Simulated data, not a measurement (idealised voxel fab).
The document below concerns the process module designated voxel fin reveal.
Xsec cut, 235 nm wide, square cell size 5 nm.
Cross-section = grid of square cells, listed top down in bands; band = one or more rows. In this notation a band is specified by the heights of its top and bottom, in that order and in nm, after which its materials appear from left to right, each paired with its width in nm. The word "full width" attached to a single material means that material fills the band from edge to edge; the word "empty" stands for empty space. Heights are reckoned from 0. Under this level, the received wafer is all of one material. The bottommost band is open-ended downward, for example "0 nm and below". Think of "30..40" as a width that walks from the first number to the second as you go down the band, top row to bottom row, taking equal-sized steps from row to row. Where a step carries "no alterations made", the cross-section came out of it unchanged, cell for cell. Any empty space of 8 cells or more lacking an open way to the top shows up in "Trapped voids" as width x height at distance, distance from the left edge, in nm. Read whatever lies past the settings on a step's line as the simulator's own remark about the step. On any step carrying a mask, the "overlay nm" setting, if present on the step's line, tells how far right of its planned place the mask lay; negative values point to the left.
**plan**
1. RECEIVE (material Si)
2. CONFORMAL_DEP (material SiN; thk nm 5)
3. PATTERN (tone cover; mask id FINS; material resist; width nm 15; pitch nm 40; thk nm 20; overlay nm 0)
4. DIRECTIONAL_ETCH (etch materials SiN; depth nm 5)
5. DIRECTIONAL_ETCH (etch materials Si; depth nm 40)
6. STRIP (etch materials resist)
7. FILL_DEP (material SiO2; thk nm 10)
8. CMP (height nm 5)
9. SELECTIVE_ETCH (etch materials SiO2; depth nm 30)
10. STRIP (etch materials SiN)
11. CONFORMAL_DEP (material SiO2; thk nm 5)
**Step 1 complete: cross-section of the wafer as received**
  0 nm and below: Si full width
  Trapped voids: none
**Cross-section, end of module. Start: as above. Plan: as above. Execution: one mistake**
  5 nm to 0 nm: 45 empty | 30 SiO2 | 10 empty | 30 SiO2 | 10 empty | 30 SiO2 | 10 empty | 30 SiO2 | 40 empty
  0 nm to -20 nm: 45 empty | 5 SiO2 | 20 Si | 5 SiO2 | 10 empty | 5 SiO2 | 20 Si | 5 SiO2 | 10 empty | 5 SiO2 | 20 Si | 5 SiO2 | 10 empty | 5 SiO2 | 20 Si | 5 SiO2 | 40 empty
  -20 nm to -40 nm: 50 SiO2 | 20 Si | 20 SiO2 | 20 Si | 20 SiO2 | 20 Si | 20 SiO2 | 20 Si | 45 SiO2
  -40 nm and below: Si full width
  Trapped voids: none
What broke from the plan during processing? in deviation from the planned setting, step 3 was conducted as PATTERN (tone cover; mask id FINS; material resist; width nm 20; pitch nm 40; thk nm 20; overlay nm 0)
